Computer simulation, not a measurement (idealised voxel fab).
process module | voxel transistor to metal
cross-section cut | 175 nm wide | cells 5 nm
A cross-section is a grid of square cells, given in bands from the top down. A band is one or more rows of cells.
Each band's line starts with the height of the band's top and of its bottom, in nm. Then come its materials from left to right, each with its width in nm. One material with "throughout" fills the band from edge to edge. "air" is empty space.
Height 0 is the level under which the wafer as received is all one material. The lowest band goes on downwards, as in "0 down".
A width such as "30 to 40" changes by the same amount from each row of cells to the next, from the band's top row to its bottom row.
"no change" after a step means that no cell of the cross-section changed.
closed voids: empty space of 8 cells or more with no open way to the top, each as width x height at its distance from the left edge, in nm
after a step's settings: what the simulator itself notes on the step
overlay nm, on a step with a mask: how far to the right of its planned place the mask lay; to the left if negative
Each pair below shows a cross-section before one step and the cross-section after it, down to the lowest band that changed. The line under each pair gives the step between them, with its settings. The pairs can come from different runs of this module on the same starting wafer, so a pair continues from the pair above only where its "before" says so.
before
  0 down: Si throughout
  closed voids: none
after
  5 to 0: SiO2 throughout
  below 0: unchanged
  closed voids: none
the step between: op CONFORMAL_DEP | material SiO2 | thk nm 5
before: the cross-section after the pair above
after
  15 to 5: SiN throughout
  below 5: unchanged
  closed voids: none
the step between: op CONFORMAL_DEP | material SiN | thk nm 10
before: the cross-section after the pair above
after
  25 to 15: aC throughout
  below 15: unchanged
  closed voids: none
the step between: op DIRECTIONAL_DEP | material aC | thk nm 10
before: the cross-section after the pair above
after
  55 to 25: air 30 | resist 110 | air 35
  below 25: unchanged
  closed voids: none
the step between: op PATTERN | tone cover | mask id ACTIVE | material resist | width nm 110 | thk nm 30 | overlay nm 0
before: the cross-section after the pair above
after
  45 to 25: air 30 | resist 110 | air 35
  25 to 15: air 30 | aC 110 | air 35
  below 15: unchanged
  closed voids: none
the step between: op DIRECTIONAL_ETCH | etch materials aC | depth nm 10
before: the cross-section after the pair above
after
  25 to 15: air 30 | aC 110 | air 35
  below 15: unchanged
  closed voids: none
the step between: op STRIP | etch materials resist
before: the cross-section after the pair above
after
  25 to 15: air 30 | aC 110 | air 35
  15 to 5: air 30 | SiN 110 | air 35
  below 5: unchanged
  closed voids: none
the step between: op DIRECTIONAL_ETCH | etch materials SiN | depth nm 10
before: the cross-section after the pair above
after
  25 to 15: air 30 | aC 110 | air 35
  15 to 5: air 30 | SiN 110 | air 35
  5 to 0: air 30 | SiO2 110 | air 35
  below 0: unchanged
  closed voids: none
the step between: op DIRECTIONAL_ETCH | etch materials SiO2 | depth nm 5
before: the cross-section after the pair above
after
  25 to 15: air 30 | aC 110 | air 35
  15 to 5: air 30 | SiN 110 | air 35
  5 to 0: air 30 | SiO2 110 | air 35
  0 to -35: air 30 | Si 110 | air 35
  below -35: unchanged
  closed voids: none
the step between: op DIRECTIONAL_ETCH | etch materials Si | depth nm 35
before: the cross-section after the pair above
after
  15 to 5: air 30 | SiN 110 | air 35
  below 5: unchanged
  closed voids: none
the step between: op STRIP | etch materials aC
before: the cross-section after the pair above
after
  15 to 5: air 30 | SiN 110 | air 35
  5 to 0: air 30 | SiO2 110 | air 35
  0 to -35: air 30 | SiO2 5 | Si 100 | SiO2 5 | air 35
  -35 to -40: SiO2 35 | Si 100 | SiO2 40
  below -40: unchanged
  closed voids: none
the step between: op OXIDIZE | depth nm 5
before: the cross-section after the pair above
after
  20 to 15: SiO2 throughout
  15 to 5: SiO2 30 | SiN 110 | SiO2 35
  5 to 0: SiO2 throughout
  0 to -40: SiO2 35 | Si 100 | SiO2 40
  below -40: unchanged
  closed voids: none
the step between: op FILL_DEP | material SiO2 | thk nm 5
before: the cross-section after the pair above
after
  15 to 5: SiO2 30 | SiN 110 | SiO2 35
  below 5: unchanged
  closed voids: none
the step between: op CMP | height nm 15
before: the cross-section after the pair above
after
  15 to 10: air 30 | SiN 110 | air 35
  below 10: unchanged
  closed voids: none
the step between: op SELECTIVE_ETCH | etch materials SiO2 | depth nm 5
before: the cross-section after the pair above
after
  10 to 5: SiO2 30 | air 110 | SiO2 35
  below 5: unchanged
  closed voids: none
the step between: op STRIP | etch materials SiN
before: the cross-section after the pair above
after
  5 to 0: SiO2 25 | air 120 | SiO2 30
  below 0: unchanged
  closed voids: none
the step between: op SELECTIVE_ETCH | etch materials SiO2 | depth nm 5
before: the cross-section after the pair above
after
  5 to 0: SiO2 25 | air 120 | SiO2 30
  0 to -5: SiO2 throughout
  below -5: unchanged
  closed voids: none
the step between: op OXIDIZE | depth nm 5
before: the cross-section after the pair above
after
  35 to 30: polySi 25 | air 120 | polySi 30
  30 to 5: polySi throughout
  5 to 0: SiO2 25 | polySi 120 | SiO2 30
  below 0: unchanged
  closed voids: none
the step between: op DIRECTIONAL_DEP | material polySi | thk nm 30
before: the cross-section after the pair above
after
  50 to 45: SiCN 25 | air 120 | SiCN 30
  45 to 35: SiCN throughout
  35 to 30: polySi 25 | SiCN 120 | polySi 30
  below 30: unchanged
  closed voids: none
the step between: op DIRECTIONAL_DEP | material SiCN | thk nm 15
before: the cross-section after the pair above
after
  60 to 55: aC 25 | air 120 | aC 30
  55 to 50: aC throughout
  50 to 45: SiCN 25 | aC 120 | SiCN 30
  below 45: unchanged
  closed voids: none
the step between: op DIRECTIONAL_DEP | material aC | thk nm 10
before: the cross-section after the pair above
after
  85 to 60: air 75 | resist 20 | air 80
  60 to 55: aC 25 | air 50 | resist 20 | air 50 | aC 30
  below 55: unchanged
  closed voids: none
the step between: op PATTERN | tone cover | mask id GATE | material resist | width nm 20 | thk nm 25 | overlay nm 0
before: the cross-section after the pair above
after
  75 to 55: air 75 | resist 20 | air 80
  55 to 50: air 75 | aC 20 | air 80
  50 to 45: SiCN 25 | air 50 | aC 20 | air 50 | SiCN 30
  below 45: unchanged
  closed voids: none
the step between: op DIRECTIONAL_ETCH | etch materials aC | depth nm 10
before: the cross-section after the pair above
after
  55 to 50: air 75 | aC 20 | air 80
  below 50: unchanged
  closed voids: none
the step between: op STRIP | etch materials resist
before: the cross-section after the pair above
after
  55 to 45: air 75 | aC 20 | air 80
  45 to 35: air 75 | SiCN 20 | air 80
  35 to 30: polySi 25 | air 50 | SiCN 20 | air 50 | polySi 30
  below 30: unchanged
  closed voids: none
the step between: op DIRECTIONAL_ETCH | etch materials SiCN | depth nm 25
before: the cross-section after the pair above
after
  55 to 45: air 75 | aC 20 | air 80
  45 to 30: air 75 | SiCN 20 | air 80
  30 to 5: air 75 | polySi 20 | air 80
  5 to 0: SiO2 25 | air 50 | polySi 20 | air 50 | SiO2 30
  below 0: unchanged
  closed voids: none
the step between: op DIRECTIONAL_ETCH | etch materials polySi | depth nm 40
before: the cross-section after the pair above
after
  45 to 30: air 75 | SiCN 20 | air 80
  below 30: unchanged
  closed voids: none
the step between: op STRIP | etch materials aC
before: the cross-section after the pair above
after
  50 to 45: air 70 | SiO2 30 | air 75
  45 to 30: air 70 | SiO2 5 | SiCN 20 | SiO2 5 | air 75
  30 to 10: air 70 | SiO2 5 | polySi 20 | SiO2 5 | air 75
  10 to 5: SiO2 30 | air 40 | SiO2 5 | polySi 20 | SiO2 5 | air 40 | SiO2 35
  5 to 0: SiO2 75 | polySi 20 | SiO2 80
  below 0: unchanged
  closed voids: none
the step between: op CONFORMAL_DEP | material SiO2 | thk nm 5
before: the cross-section after the pair above
after
  45 to 30: air 70 | SiO2 5 | SiCN 20 | SiO2 5 | air 75
  30 to 5: air 70 | SiO2 5 | polySi 20 | SiO2 5 | air 75
  5 to 0: SiO2 30 | air 40 | SiO2 5 | polySi 20 | SiO2 5 | air 40 | SiO2 35
  below 0: unchanged
  closed voids: none
the step between: op DIRECTIONAL_ETCH | etch materials SiO2 | depth nm 5
before: the cross-section after the pair above
after
  55 to 45: air 60 | SiN 50 | air 65
  45 to 30: air 60 | SiN 10 | SiO2 5 | SiCN 20 | SiO2 5 | SiN 10 | air 65
  30 to 15: air 60 | SiN 10 | SiO2 5 | polySi 20 | SiO2 5 | SiN 10 | air 65
  15 to 10: SiN 40 | air 20 | SiN 10 | SiO2 5 | polySi 20 | SiO2 5 | SiN 10 | air 20 | SiN 45
  10 to 5: SiN 70 | SiO2 5 | polySi 20 | SiO2 5 | SiN 75
  5 to 0: SiO2 30 | SiN 40 | SiO2 5 | polySi 20 | SiO2 5 | SiN 40 | SiO2 35
  below 0: unchanged
  closed voids: none
the step between: op CONFORMAL_DEP | material SiN | thk nm 10
before: the cross-section after the pair above
after
  45 to 30: air 60 | SiN 10 | SiO2 5 | SiCN 20 | SiO2 5 | SiN 10 | air 65
  30 to 5: air 60 | SiN 10 | SiO2 5 | polySi 20 | SiO2 5 | SiN 10 | air 65
  5 to 0: SiO2 30 | SiN 10 | air 20 | SiN 10 | SiO2 5 | polySi 20 | SiO2 5 | SiN 10 | air 20 | SiN 10 | SiO2 35
  below 0: unchanged
  closed voids: none
the step between: op DIRECTIONAL_ETCH | etch materials SiN | depth nm 10
before: the cross-section after the pair above
after
  45 to 40: air 60 | SiN 10 | air 5 | SiCN 20 | air 5 | SiN 10 | air 65
  40 to 30: air 60 | SiN 10 | SiO2 5 | SiCN 20 | SiO2 5 | SiN 10 | air 65
  30 to 5: air 60 | SiN 10 | SiO2 5 | polySi 20 | SiO2 5 | SiN 10 | air 65
  5 to 0: air 30 | SiN 10 | air 20 | SiN 10 | SiO2 5 | polySi 20 | SiO2 5 | SiN 10 | air 20 | SiN 10 | air 35
  0 to -5: SiO2 40 | air 20 | SiO2 50 | air 20 | SiO2 45
  below -5: unchanged
  closed voids: none
the step between: op DIRECTIONAL_ETCH | etch materials SiO2 | depth nm 5
before: the cross-section after the pair above
after
  45 to 40: air 60 | SiN 10 | air 5 | SiCN 20 | air 5 | SiN 10 | air 65
  40 to 30: air 60 | SiN 10 | SiO2 5 | SiCN 20 | SiO2 5 | SiN 10 | air 65
  30 to 5: air 60 | SiN 10 | SiO2 5 | polySi 20 | SiO2 5 | SiN 10 | air 65
  5 to 0: air 30 | SiN 10 | air 20 | SiN 10 | SiO2 5 | polySi 20 | SiO2 5 | SiN 10 | air 20 | SiN 10 | air 35
  0 to -5: SiO2 40 | air 20 | SiO2 50 | air 20 | SiO2 45
  -5 to -20: SiO2 35 | Si 5 | air 20 | Si 50 | air 20 | Si 5 | SiO2 40
  below -20: unchanged
  closed voids: none
the step between: op DIRECTIONAL_ETCH | etch materials Si | depth nm 15
before: the cross-section after the pair above
after
  45 to 40: air 60 | SiN 10 | air 5 | SiCN 20 | air 5 | SiN 10 | air 65
  40 to 30: air 60 | SiN 10 | SiO2 5 | SiCN 20 | SiO2 5 | SiN 10 | air 65
  30 to 10: air 60 | SiN 10 | SiO2 5 | polySi 20 | SiO2 5 | SiN 10 | air 65
  10 to 5: air 35 | SiGe 25 | SiN 10 | SiO2 5 | polySi 20 | SiO2 5 | SiN 10 | SiGe 25 | air 40
  5 to 0: air 30 | SiN 10 | SiGe 20 | SiN 10 | SiO2 5 | polySi 20 | SiO2 5 | SiN 10 | SiGe 20 | SiN 10 | air 35
  0 to -5: SiO2 40 | SiGe 20 | SiO2 50 | SiGe 20 | SiO2 45
  -5 to -20: SiO2 35 | Si 5 | SiGe 20 | Si 50 | SiGe 20 | Si 5 | SiO2 40
  below -20: unchanged
  closed voids: none
the step between: op EPI | material SiGe | thk nm 15
before: the cross-section after the pair above
after
  55 to 45: SiO2 throughout
  45 to 30: SiO2 60 | SiN 10 | SiO2 5 | SiCN 20 | SiO2 5 | SiN 10 | SiO2 65
  30 to 10: SiO2 60 | SiN 10 | SiO2 5 | polySi 20 | SiO2 5 | SiN 10 | SiO2 65
  10 to 5: SiO2 35 | SiGe 25 | SiN 10 | SiO2 5 | polySi 20 | SiO2 5 | SiN 10 | SiGe 25 | SiO2 40
  5 to 0: SiO2 30 | SiN 10 | SiGe 20 | SiN 10 | SiO2 5 | polySi 20 | SiO2 5 | SiN 10 | SiGe 20 | SiN 10 | SiO2 35
  below 0: unchanged
  closed voids: none
the step between: op FILL_DEP | material SiO2 | thk nm 10
before: the cross-section after the pair above
after
  45 to 30: SiO2 60 | SiN 10 | SiO2 5 | SiCN 20 | SiO2 5 | SiN 10 | SiO2 65
  below 30: unchanged
  closed voids: none
the step between: op CMP | height nm 45
before: the cross-section after the pair above
after
  55 to 45: SiO2 throughout
  below 45: unchanged
  closed voids: none
the step between: op DIRECTIONAL_DEP | material SiO2 | thk nm 10
before: the cross-section after the pair above
after
  70 to 55: aC throughout
  below 55: unchanged
  closed voids: none
the step between: op DIRECTIONAL_DEP | material aC | thk nm 15
before: the cross-section after the pair above
after
  105 to 70: resist 40 | air 30 | resist 30 | air 30 | resist 45
  below 70: unchanged
  closed voids: none
the step between: op PATTERN | tone open | mask id CONTACT | material resist | width nm 30 | pitch nm 60 | thk nm 35 | overlay nm 0
before: the cross-section after the pair above
after
  90 to 70: resist 40 | air 30 | resist 30 | air 30 | resist 45
  70 to 55: aC 40 | air 30 | aC 30 | air 30 | aC 45
  below 55: unchanged
  closed voids: none
the step between: op DIRECTIONAL_ETCH | etch materials aC | depth nm 15
before: the cross-section after the pair above
after
  70 to 55: aC 40 | air 30 | aC 30 | air 30 | aC 45
  below 55: unchanged
  closed voids: none
the step between: op STRIP | etch materials resist
before: the cross-section after the pair above
after
  70 to 55: aC 40 | air 30 | aC 30 | air 30 | aC 45
  55 to 45: SiO2 40 | air 30 | SiO2 30 | air 30 | SiO2 45
  45 to 30: SiO2 40 | air 20 | SiN 10 | SiO2 5 | SiCN 20 | SiO2 5 | SiN 10 | air 20 | SiO2 45
  30 to 10: SiO2 40 | air 20 | SiN 10 | SiO2 5 | polySi 20 | SiO2 5 | SiN 10 | air 20 | SiO2 45
  below 10: unchanged
  closed voids: none
the step between: op DIRECTIONAL_ETCH | etch materials SiO2 | depth nm 45
before: the cross-section after the pair above
after
  55 to 45: SiO2 40 | air 30 | SiO2 30 | air 30 | SiO2 45
  below 45: unchanged
  closed voids: none
the step between: op STRIP | etch materials aC
before: the cross-section after the pair above
after
  60 to 55: TiN 45 | air 20 | TiN 40 | air 20 | TiN 50
  55 to 45: SiO2 40 | TiN 5 | air 20 to 10 | TiN 5 to 15 | SiO2 30 | TiN 5 to 15 | air 20 to 10 | TiN 5 | SiO2 45
  45 to 30: SiO2 40 | TiN 5 | air 10 | TiN 5 | SiN 10 | SiO2 5 | SiCN 20 | SiO2 5 | SiN 10 | TiN 5 | air 10 | TiN 5 | SiO2 45
  30 to 15: SiO2 40 | TiN 5 | air 10 | TiN 5 | SiN 10 | SiO2 5 | polySi 20 | SiO2 5 | SiN 10 | TiN 5 | air 10 | TiN 5 | SiO2 45
  15 to 10: SiO2 40 | TiN 20 | SiN 10 | SiO2 5 | polySi 20 | SiO2 5 | SiN 10 | TiN 20 | SiO2 45
  below 10: unchanged
  closed voids: none
the step between: op CONFORMAL_DEP | material TiN | thk nm 5
before: the cross-section after the pair above
after
  65 to 60: W throughout
  60 to 55: TiN 45 | W 20 | TiN 40 | W 20 | TiN 50
  55 to 45: SiO2 40 | TiN 5 | W 20 to 10 | TiN 5 to 15 | SiO2 30 | TiN 5 to 15 | W 20 to 10 | TiN 5 | SiO2 45
  45 to 30: SiO2 40 | TiN 5 | W 10 | TiN 5 | SiN 10 | SiO2 5 | SiCN 20 | SiO2 5 | SiN 10 | TiN 5 | W 10 | TiN 5 | SiO2 45
  30 to 15: SiO2 40 | TiN 5 | W 10 | TiN 5 | SiN 10 | SiO2 5 | polySi 20 | SiO2 5 | SiN 10 | TiN 5 | W 10 | TiN 5 | SiO2 45
  below 15: unchanged
  closed voids: none
the step between: op FILL_DEP | material W | thk nm 5
before: the cross-section after the pair above
after
  55 to 45: SiO2 40 | TiN 5 | W 20 to 10 | TiN 5 to 15 | SiO2 30 | TiN 5 to 15 | W 20 to 10 | TiN 5 | SiO2 45
  below 45: unchanged
  closed voids: none
the step between: op CMP | height nm 55
before: the cross-section after the pair above
after
  60 to 55: TiN throughout
  below 55: unchanged
  closed voids: none
the step between: op DIRECTIONAL_DEP | material TiN | thk nm 5
before: the cross-section after the pair above
after
  85 to 60: W throughout
  below 60: unchanged
  closed voids: none
the step between: op DIRECTIONAL_DEP | material W | thk nm 25
before: the cross-section after the pair above
after
  100 to 85: air 40 | resist 20 | air 50 | resist 20 | air 45
  below 85: unchanged
  closed voids: none
the step between: op PATTERN | tone cover | mask id METAL_1 | material resist | width nm 20 | pitch nm 70 | thk nm 15 | overlay nm 0
before: the cross-section after the pair above
after
  100 to 85: air 40 | resist 20 | air 50 | resist 20 | air 45
  85 to 60: air 40 | W 20 | air 50 | W 20 | air 45
  below 60: unchanged
  closed voids: none
the step between: op DIRECTIONAL_ETCH | etch materials W | depth nm 25
before: the cross-section after the pair above
after
  100 to 85: air 40 | resist 20 | air 50 | resist 20 | air 45
  85 to 60: air 40 | W 20 | air 50 | W 20 | air 45
  60 to 55: air 40 | TiN 20 | air 50 | TiN 20 | air 45
  below 55: unchanged
  closed voids: none
the step between: op DIRECTIONAL_ETCH | etch materials TiN | depth nm 5
before: the cross-section after the pair above
after
  85 to 60: air 40 | W 20 | air 50 | W 20 | air 45
  below 60: unchanged
  closed voids: none
the step between: op STRIP | etch materials resist
before: the cross-section after the pair above
after
  90 to 85: air 35 | SiN 30 | air 40 | SiN 30 | air 40
  85 to 60: air 35 | SiN 5 | W 20 | SiN 5 | air 40 | SiN 5 | W 20 | SiN 5 | air 40
  60 to 55: SiN 40 | TiN 20 | SiN 50 | TiN 20 | SiN 45
  below 55: unchanged
  closed voids: none
the step between: op CONFORMAL_DEP | material SiN | thk nm 5
before: the cross-section after the pair above
after
  95 to 90: lowk throughout
  90 to 85: lowk 35 | SiN 30 | lowk 40 | SiN 30 | lowk 40
  85 to 60: lowk 35 | SiN 5 | W 20 | SiN 5 | lowk 40 | SiN 5 | W 20 | SiN 5 | lowk 40
  below 60: unchanged
  closed voids: none
the step between: op FILL_DEP | material lowk | thk nm 5
before: the cross-section after the pair above
after
  85 to 60: lowk 35 | SiN 5 | W 20 | SiN 5 | lowk 40 | SiN 5 | W 20 | SiN 5 | lowk 40
  below 60: unchanged
  closed voids: none
the step between: op CMP | height nm 85
before: the cross-section after the pair above
after
  90 to 85: SiCN throughout
  below 85: unchanged
  closed voids: none
the step between: op CONFORMAL_DEP | material SiCN | thk nm 5
before: the cross-section after the pair above
after
  125 to 90: lowk throughout
  below 90: unchanged
  closed voids: none
the step between: op DIRECTIONAL_DEP | material lowk | thk nm 35
before: the cross-section after the pair above
after
  125 to 105: lowk 40 | air 20 | lowk 50 | air 20 | lowk 45
  below 105: unchanged
  closed voids: none
the step between: op MASKED_ETCH | tone open | mask id METAL_2 | width nm 20 | pitch nm 70 | etch materials lowk | depth nm 20 | overlay nm 0
before: the cross-section after the pair above
after
  140 to 125: aC 40 | air 20 | aC 50 | air 20 | aC 45
  125 to 120: lowk 40 | air 20 | lowk 50 | air 20 | lowk 45
  120 to 105: lowk 40 | aC 20 | lowk 50 | aC 20 | lowk 45
  below 105: unchanged
  closed voids: none
the step between: op DIRECTIONAL_DEP | material aC | thk nm 15
before: the cross-section after the pair above
after
  175 to 140: resist 40 | air 15 | resist 55 | air 15 | resist 50
  140 to 125: aC 40 | air 15 | resist 5 | aC 50 | air 15 | resist 5 | aC 45
  125 to 120: lowk 40 | air 15 | resist 5 | lowk 50 | air 15 | resist 5 | lowk 45
  below 120: unchanged
  closed voids: none
the step between: op PATTERN | tone open | mask id METAL_2_HOLES | material resist | width nm 15 | pitch nm 70 | thk nm 35 | overlay nm 0
before: the cross-section after the pair above
after
  160 to 140: resist 40 | air 15 | resist 55 | air 15 | resist 50
  140 to 125: aC 40 | air 15 | resist 5 | aC 50 | air 15 | resist 5 | aC 45
  125 to 120: lowk 40 | air 15 | resist 5 | lowk 50 | air 15 | resist 5 | lowk 45
  120 to 105: lowk 40 | air 15 | aC 5 | lowk 50 | air 15 | aC 5 | lowk 45
  below 105: unchanged
  closed voids: none
the step between: op DIRECTIONAL_ETCH | etch materials aC | depth nm 15
before: the cross-section after the pair above
after
  140 to 125: aC 40 | air 20 | aC 50 | air 20 | aC 45
  125 to 120: lowk 40 | air 20 | lowk 50 | air 20 | lowk 45
  below 120: unchanged
  closed voids: none
the step between: op STRIP | etch materials resist
before: the cross-section after the pair above
after
  140 to 125: aC 40 | air 20 | aC 50 | air 20 | aC 45
  125 to 120: lowk 40 | air 20 | lowk 50 | air 20 | lowk 45
  120 to 105: lowk 40 | air 15 | aC 5 | lowk 50 | air 15 | aC 5 | lowk 45
  105 to 90: lowk 40 | air 15 | lowk 55 | air 15 | lowk 50
  below 90: unchanged
  closed voids: none
the step between: op DIRECTIONAL_ETCH | etch materials lowk | depth nm 15
before: the cross-section after the pair above
after
  140 to 125: aC 40 | air 20 | aC 50 | air 20 | aC 45
  125 to 120: lowk 40 | air 20 | lowk 50 | air 20 | lowk 45
  120 to 105: lowk 40 | air 15 | aC 5 | lowk 50 | air 15 | aC 5 | lowk 45
  105 to 90: lowk 40 | air 15 | lowk 55 | air 15 | lowk 50
  90 to 85: SiCN 40 | air 15 | SiCN 55 | air 15 | SiCN 50
  below 85: unchanged
  closed voids: none
the step between: op DIRECTIONAL_ETCH | etch materials SiCN | depth nm 5
before: the cross-section after the pair above
after
  125 to 105: lowk 40 | air 20 | lowk 50 | air 20 | lowk 45
  below 105: unchanged
  closed voids: none
the step between: op STRIP | etch materials aC
before: the cross-section after the pair above
after
  130 to 125: TiN 45 | air 10 | TiN 60 | air 10 | TiN 50
  125 to 110: lowk 40 | TiN 5 | air 10 | TiN 5 | lowk 50 | TiN 5 | air 10 | TiN 5 | lowk 45
  110 to 105: lowk 40 | TiN 5 | air 5 | TiN 10 | lowk 50 | TiN 5 | air 5 | TiN 10 | lowk 45
  105 to 90: lowk 40 | TiN 5 | air 5 | TiN 5 | lowk 55 | TiN 5 | air 5 | TiN 5 | lowk 50
  90 to 85: SiCN 40 | TiN 15 | SiCN 55 | TiN 15 | SiCN 50
  below 85: unchanged
  closed voids: none
the step between: op CONFORMAL_DEP | material TiN | thk nm 5
before: the cross-section after the pair above
after
  135 to 130: Ru throughout
  130 to 125: TiN 45 | Ru 10 | TiN 60 | Ru 10 | TiN 50
  125 to 110: lowk 40 | TiN 5 | Ru 10 | TiN 5 | lowk 50 | TiN 5 | Ru 10 | TiN 5 | lowk 45
  110 to 105: lowk 40 | TiN 5 | Ru 5 | TiN 10 | lowk 50 | TiN 5 | Ru 5 | TiN 10 | lowk 45
  105 to 90: lowk 40 | TiN 5 | Ru 5 | TiN 5 | lowk 55 | TiN 5 | Ru 5 | TiN 5 | lowk 50
  below 90: unchanged
  closed voids: none
the step between: op FILL_DEP | material Ru | thk nm 5
before: the cross-section after the pair above
after
  125 to 110: lowk 40 | TiN 5 | Ru 10 | TiN 5 | lowk 50 | TiN 5 | Ru 10 | TiN 5 | lowk 45
  below 110: unchanged
  closed voids: none
the step between: op CMP | height nm 125
before: the cross-section after the pair above
after
  130 to 125: SiN throughout
  below 125: unchanged
  closed voids: none
the step between: op CONFORMAL_DEP | material SiN | thk nm 5
before
  45 to 30: air 70 | SiO2 5 | SiCN 20 | SiO2 5 | air 75
  30 to 5: air 70 | SiO2 5 | polySi 20 | SiO2 5 | air 75
  5 to 0: SiO2 30 | air 40 | SiO2 5 | polySi 20 | SiO2 5 | air 40 | SiO2 35
  0 to -5: SiO2 throughout
  -5 to -40: SiO2 35 | Si 100 | SiO2 40
  -40 down: Si throughout
  closed voids: none
after
  45 to 40: air 75 | SiCN 20 | air 80
  40 to 30: air 70 | SiO2 5 | SiCN 20 | SiO2 5 | air 75
  30 to 0: air 70 | SiO2 5 | polySi 20 | SiO2 5 | air 75
  0 to -5: SiO2 30 | air 40 | SiO2 30 | air 40 | SiO2 35
  below -5: unchanged
  closed voids: none
the step between: op DIRECTIONAL_ETCH | etch materials SiO2 | depth nm 5
before: the cross-section after the pair above
after
  45 to 40: air 75 | SiCN 20 | air 80
  40 to 30: air 70 | SiO2 5 | SiCN 20 | SiO2 5 | air 75
  30 to 0: air 70 | SiO2 5 | polySi 20 | SiO2 5 | air 75
  0 to -5: SiO2 30 | air 40 | SiO2 30 | air 40 | SiO2 35
  -5 to -20: SiO2 35 | air 35 | Si 30 | air 35 | SiO2 40
  below -20: unchanged
  closed voids: none
the step between: op DIRECTIONAL_ETCH | etch materials Si | depth nm 15
before: the cross-section after the pair above
after
  45 to 40: air 75 | SiCN 20 | air 80
  40 to 30: air 70 | SiO2 5 | SiCN 20 | SiO2 5 | air 75
  30 to 10: air 70 | SiO2 5 | polySi 20 | SiO2 5 | air 75
  10 to 0: air 55 | SiGe 15 | SiO2 5 | polySi 20 | SiO2 5 | SiGe 15 | air 60
  0 to -5: SiO2 30 | air 25 | SiGe 15 | SiO2 30 | SiGe 15 | air 25 | SiO2 35
  -5 to -20: SiO2 35 | SiGe 35 | Si 30 | SiGe 35 | SiO2 40
  below -20: unchanged
  closed voids: none
the step between: op EPI | material SiGe | thk nm 15
before: the cross-section after the pair above
after
  55 to 45: SiO2 throughout
  45 to 30: SiO2 75 | SiCN 20 | SiO2 80
  30 to 10: SiO2 75 | polySi 20 | SiO2 80
  10 to 0: SiO2 55 | SiGe 15 | SiO2 5 | polySi 20 | SiO2 5 | SiGe 15 | SiO2 60
  0 to -5: SiO2 55 | SiGe 15 | SiO2 30 | SiGe 15 | SiO2 60
  below -5: unchanged
  closed voids: none
the step between: op FILL_DEP | material SiO2 | thk nm 10
before: the cross-section after the pair above
after
  45 to 30: SiO2 75 | SiCN 20 | SiO2 80
  below 30: unchanged
  closed voids: none
the step between: op CMP | height nm 45
before: the cross-section after the pair above
after
  55 to 45: SiO2 throughout
  below 45: unchanged
  closed voids: none
the step between: op DIRECTIONAL_DEP | material SiO2 | thk nm 10
before: the cross-section after the pair above
after
  70 to 55: aC throughout
  below 55: unchanged
  closed voids: none
the step between: op DIRECTIONAL_DEP | material aC | thk nm 15
before: the cross-section after the pair above
after
  105 to 70: resist 40 | air 30 | resist 30 | air 30 | resist 45
  below 70: unchanged
  closed voids: none
the step between: op PATTERN | tone open | mask id CONTACT | material resist | width nm 30 | pitch nm 60 | thk nm 35 | overlay nm 0
before: the cross-section after the pair above
after
  90 to 70: resist 40 | air 30 | resist 30 | air 30 | resist 45
  70 to 55: aC 40 | air 30 | aC 30 | air 30 | aC 45
  below 55: unchanged
  closed voids: none
the step between: op DIRECTIONAL_ETCH | etch materials aC | depth nm 15
before: the cross-section after the pair above
after
  70 to 55: aC 40 | air 30 | aC 30 | air 30 | aC 45
  below 55: unchanged
  closed voids: none
the step between: op STRIP | etch materials resist
before: the cross-section after the pair above
after
  70 to 55: aC 40 | air 30 | aC 30 | air 30 | aC 45
  55 to 45: SiO2 40 | air 30 | SiO2 30 | air 30 | SiO2 45
  45 to 30: SiO2 40 | air 30 | SiO2 5 | SiCN 20 | SiO2 5 | air 30 | SiO2 45
  30 to 10: SiO2 40 | air 30 | SiO2 5 | polySi 20 | SiO2 5 | air 30 | SiO2 45
  below 10: unchanged
  closed voids: none
the step between: op DIRECTIONAL_ETCH | etch materials SiO2 | depth nm 45
before: the cross-section after the pair above
after
  55 to 45: SiO2 40 | air 30 | SiO2 30 | air 30 | SiO2 45
  below 45: unchanged
  closed voids: none
the step between: op STRIP | etch materials aC
before: the cross-section after the pair above
after
  60 to 55: TiN 45 | air 20 | TiN 40 | air 20 | TiN 50
  55 to 45: SiO2 40 | TiN 5 | air 20 | TiN 5 | SiO2 30 | TiN 5 | air 20 | TiN 5 | SiO2 45
  45 to 30: SiO2 40 | TiN 5 | air 20 | TiN 5 | SiO2 5 | SiCN 20 | SiO2 5 | TiN 5 | air 20 | TiN 5 | SiO2 45
  30 to 15: SiO2 40 | TiN 5 | air 20 | TiN 5 | SiO2 5 | polySi 20 | SiO2 5 | TiN 5 | air 20 | TiN 5 | SiO2 45
  15 to 10: SiO2 40 | TiN 30 | SiO2 5 | polySi 20 | SiO2 5 | TiN 30 | SiO2 45
  below 10: unchanged
  closed voids: none
the step between: op CONFORMAL_DEP | material TiN | thk nm 5
before: the cross-section after the pair above
after
  65 to 60: W throughout
  60 to 55: TiN 45 | W 20 | TiN 40 | W 20 | TiN 50
  55 to 45: SiO2 40 | TiN 5 | W 20 | TiN 5 | SiO2 30 | TiN 5 | W 20 | TiN 5 | SiO2 45
  45 to 30: SiO2 40 | TiN 5 | W 20 | TiN 5 | SiO2 5 | SiCN 20 | SiO2 5 | TiN 5 | W 20 | TiN 5 | SiO2 45
  30 to 15: SiO2 40 | TiN 5 | W 20 | TiN 5 | SiO2 5 | polySi 20 | SiO2 5 | TiN 5 | W 20 | TiN 5 | SiO2 45
  below 15: unchanged
  closed voids: none
the step between: op FILL_DEP | material W | thk nm 5
before: the cross-section after the pair above
after
  55 to 45: SiO2 40 | TiN 5 | W 20 | TiN 5 | SiO2 30 | TiN 5 | W 20 | TiN 5 | SiO2 45
  below 45: unchanged
  closed voids: none
the step between: op CMP | height nm 55
before: the cross-section after the pair above
after
  60 to 55: TiN throughout
  below 55: unchanged
  closed voids: none
the step between: op DIRECTIONAL_DEP | material TiN | thk nm 5
before: the cross-section after the pair above
after
  85 to 60: W throughout
  below 60: unchanged
  closed voids: none
the step between: op DIRECTIONAL_DEP | material W | thk nm 25
before: the cross-section after the pair above
after
  100 to 85: air 40 | resist 20 | air 50 | resist 20 | air 45
  below 85: unchanged
  closed voids: none
the step between: op PATTERN | tone cover | mask id METAL_1 | material resist | width nm 20 | pitch nm 70 | thk nm 15 | overlay nm 0
before: the cross-section after the pair above
after
  100 to 85: air 40 | resist 20 | air 50 | resist 20 | air 45
  85 to 60: air 40 | W 20 | air 50 | W 20 | air 45
  below 60: unchanged
  closed voids: none
the step between: op DIRECTIONAL_ETCH | etch materials W | depth nm 25
before: the cross-section after the pair above
after
  100 to 85: air 40 | resist 20 | air 50 | resist 20 | air 45
  85 to 60: air 40 | W 20 | air 50 | W 20 | air 45
  60 to 55: air 40 | TiN 20 | air 50 | TiN 20 | air 45
  below 55: unchanged
  closed voids: none
the step between: op DIRECTIONAL_ETCH | etch materials TiN | depth nm 5
before: the cross-section after the pair above
after
  85 to 60: air 40 | W 20 | air 50 | W 20 | air 45
  below 60: unchanged
  closed voids: none
the step between: op STRIP | etch materials resist
